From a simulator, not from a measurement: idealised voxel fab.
process module | voxel transistor to metal
cross-section cut | 285 nm wide | cells 5 nm
A cross-section is a grid of square cells, given in bands from the top down. A band is one or more rows of cells.
Each band's line starts with the height of the band's top and of its bottom, in nm. Then come its materials from left to right, each with its width in nm. One material with "throughout" fills the band from edge to edge. "air" is empty space.
Height 0 is the level under which the wafer as received is all one material. The lowest band goes on downwards, as in "0 down".
A width such as "30 to 40" changes by the same amount from each row of cells to the next, from the band's top row to its bottom row.
"no change" after a step means that no cell of the cross-section changed.
closed voids: empty space of 8 cells or more with no open way to the top, each as width x height at its distance from the left edge, in nm
after a step's settings: what the simulator itself notes on the step
overlay nm, on a step with a mask: how far to the right of its planned place the mask lay; to the left if negative
plan
1 op RECEIVE | material Si
2 op OXIDIZE | depth nm 5
3 op CONFORMAL_DEP | material SiN | thk nm 10
4 op PATTERN | tone cover | mask id ACTIVE | material resist | width nm 100 | pitch nm 125 | thk nm 20 | overlay nm 0
5 op DIRECTIONAL_ETCH | etch materials SiN | depth nm 10
6 op DIRECTIONAL_ETCH | etch materials SiO2 | depth nm 5
7 op DIRECTIONAL_ETCH | etch materials Si | depth nm 25
8 op STRIP | etch materials resist
9 op FILL_DEP | material SiO2 | thk nm 10
10 op CMP | height nm 10
11 op SELECTIVE_ETCH | etch materials SiO2 | depth nm 5
12 op STRIP | etch materials SiN
13 op SELECTIVE_ETCH | etch materials SiO2 | depth nm 5
14 op OXIDIZE | depth nm 5
15 op DIRECTIONAL_DEP | material polySi | thk nm 25
16 op DIRECTIONAL_DEP | material SiCN | thk nm 10
17 op DIRECTIONAL_DEP | material aC | thk nm 10
18 op PATTERN | tone cover | mask id GATE | material resist | width nm 20 | pitch nm 125 | thk nm 30 | overlay nm 0
19 op DIRECTIONAL_ETCH | etch materials aC | depth nm 10
20 op STRIP | etch materials resist
21 op DIRECTIONAL_ETCH | etch materials SiCN | depth nm 20
22 op DIRECTIONAL_ETCH | etch materials polySi | depth nm 35
23 op STRIP | etch materials aC
24 op CONFORMAL_DEP | material SiN | thk nm 10
25 op DIRECTIONAL_ETCH | etch materials SiN | depth nm 10
26 op DIRECTIONAL_ETCH | etch materials SiO2 | depth nm 5
27 op EPI | material SiGe | thk nm 5
28 op FILL_DEP | material SiO2 | thk nm 10
29 op CMP | height nm 30
30 op DIRECTIONAL_DEP | material SiO2 | thk nm 15
31 op MASKED_ETCH | tone open | mask id CONTACT | width nm 30 | etch materials SiO2 | depth nm 50 | overlay nm 0
32 op CONFORMAL_DEP | material TiN | thk nm 5
33 op FILL_DEP | material W | thk nm 10
34 op CMP | height nm 45
35 op CONFORMAL_DEP | material SiCN | thk nm 5
36 op DIRECTIONAL_DEP | material lowk | thk nm 25
37 op MASKED_ETCH | tone open | mask id METAL_1 | width nm 15 | etch materials lowk | depth nm 25 | overlay nm 0
38 op MASKED_ETCH | tone open | mask id METAL_1 | width nm 15 | etch materials SiCN | depth nm 5 | overlay nm 0
39 op CONFORMAL_DEP | material TiN | thk nm 5
40 op FILL_DEP | material Ru | thk nm 10
41 op CMP | height nm 75
42 op EPI | material Ru | thk nm 5
43 op FILL_DEP | material SiCN | thk nm 5
as received, after step 1
  0 down: Si throughout
  closed voids: none
first wafer at the end, as planned
  85 to 80: SiCN throughout
  80 to 75: SiCN 30 | Ru 25 | SiCN 50 | Ru 25 | SiCN 25 | Ru 25 | SiCN 50 | Ru 25 | SiCN 30
  75 to 50: lowk 35 | TiN 5 | Ru 5 | TiN 5 | lowk 60 | TiN 5 | Ru 5 | TiN 5 | lowk 35 | TiN 5 | Ru 5 | TiN 5 | lowk 60 | TiN 5 | Ru 5 | TiN 5 | lowk 35
  50 to 45: SiCN 35 | TiN 15 | SiCN 60 | TiN 15 | SiCN 35 | TiN 15 | SiCN 60 | TiN 15 | SiCN 35
  45 to 35: SiO2 35 | TiN 5 | W 20 | TiN 5 | SiO2 30 | TiN 5 | W 20 | TiN 5 | SiO2 35 | TiN 5 | W 20 | TiN 5 | SiO2 30 | TiN 5 | W 20 | TiN 5 | SiO2 35
  35 to 30: SiO2 35 | TiN 5 | W 15 | TiN 10 | SiO2 30 | TiN 10 | W 15 | TiN 5 | SiO2 35 | TiN 5 | W 15 | TiN 10 | SiO2 30 | TiN 10 | W 15 | TiN 5 | SiO2 35
  30 to 20: SiO2 35 | TiN 5 | W 15 | TiN 5 | SiN 10 | SiCN 20 | SiN 10 | TiN 5 | W 15 | TiN 5 | SiO2 35 | TiN 5 | W 15 | TiN 5 | SiN 10 | SiCN 20 | SiN 10 | TiN 5 | W 15 | TiN 5 | SiO2 35
  20 to 0: SiO2 35 | TiN 5 | W 15 | TiN 5 | SiN 10 | polySi 20 | SiN 10 | TiN 5 | W 15 | TiN 5 | SiO2 35 | TiN 5 | W 15 | TiN 5 | SiN 10 | polySi 20 | SiN 10 | TiN 5 | W 15 | TiN 5 | SiO2 35
  0 to -5: SiO2 25 | SiN 10 | TiN 25 | SiN 10 | polySi 20 | SiN 10 | TiN 25 | SiN 10 | SiO2 15 | SiN 10 | TiN 25 | SiN 10 | polySi 20 | SiN 10 | TiN 25 | SiN 10 | SiO2 25
  -5 to -10: SiO2 35 | SiGe 25 | SiO2 40 | SiGe 25 | SiO2 35 | SiGe 25 | SiO2 40 | SiGe 25 | SiO2 35
  -10 to -30: SiO2 30 | Si 100 | SiO2 25 | Si 100 | SiO2 30
  -30 down: Si throughout
  closed voids: none
second wafer at the end: like start, like plan, one mistake
  85 to 80: SiCN throughout
  80 to 75: SiCN 30 | Ru 25 | SiCN 50 | Ru 25 | SiCN 25 | Ru 25 | SiCN 50 | Ru 25 | SiCN 30
  75 to 50: lowk 35 | TiN 5 | Ru 5 | TiN 5 | lowk 60 | TiN 5 | Ru 5 | TiN 5 | lowk 35 | TiN 5 | Ru 5 | TiN 5 | lowk 60 | TiN 5 | Ru 5 | TiN 5 | lowk 35
  50 to 45: SiCN 35 | TiN 15 | SiCN 60 | TiN 15 | SiCN 35 | TiN 15 | SiCN 60 | TiN 15 | SiCN 35
  45 to 35: SiO2 30 | TiN 5 | W 30 | TiN 5 | SiO2 20 | TiN 5 | W 30 | TiN 5 | SiO2 25 | TiN 5 | W 30 | TiN 5 | SiO2 20 | TiN 5 | W 30 | TiN 5 | SiO2 30
  35 to 30: SiO2 30 | TiN 5 | W 20 | TiN 15 | SiO2 20 | TiN 15 | W 20 | TiN 5 | SiO2 25 | TiN 5 | W 20 | TiN 15 | SiO2 20 | TiN 15 | W 20 | TiN 5 | SiO2 30
  30 to 20: SiO2 30 | TiN 5 | W 20 | TiN 5 | SiN 10 | SiCN 20 | SiN 10 | TiN 5 | W 20 | TiN 5 | SiO2 25 | TiN 5 | W 20 | TiN 5 | SiN 10 | SiCN 20 | SiN 10 | TiN 5 | W 20 | TiN 5 | SiO2 30
  20 to 5: SiO2 30 | TiN 5 | W 20 | TiN 5 | SiN 10 | polySi 20 | SiN 10 | TiN 5 | W 20 | TiN 5 | SiO2 25 | TiN 5 | W 20 | TiN 5 | SiN 10 | polySi 20 | SiN 10 | TiN 5 | W 20 | TiN 5 | SiO2 30
  5 to 0: SiO2 30 | TiN 10 | W 15 | TiN 5 | SiN 10 | polySi 20 | SiN 10 | TiN 5 | W 15 | TiN 10 | SiO2 25 | TiN 10 | W 15 | TiN 5 | SiN 10 | polySi 20 | SiN 10 | TiN 5 | W 15 | TiN 10 | SiO2 30
  0 to -5: SiO2 25 | SiN 10 | TiN 25 | SiN 10 | polySi 20 | SiN 10 | TiN 25 | SiN 10 | SiO2 15 | SiN 10 | TiN 25 | SiN 10 | polySi 20 | SiN 10 | TiN 25 | SiN 10 | SiO2 25
  -5 to -10: SiO2 35 | SiGe 25 | SiO2 40 | SiGe 25 | SiO2 35 | SiGe 25 | SiO2 40 | SiGe 25 | SiO2 35
  -10 to -30: SiO2 30 | Si 100 | SiO2 25 | Si 100 | SiO2 30
  -30 down: Si throughout
  closed voids: none
what went wrong: step 31 ran as: op MASKED_ETCH | tone open | mask id CONTACT | width nm 40 | etch materials SiO2 | depth nm 50 | overlay nm 0
at the end the second wafer has, in cells: 48 fewer of SiO2 | 8 more of TiN | 40 more of W
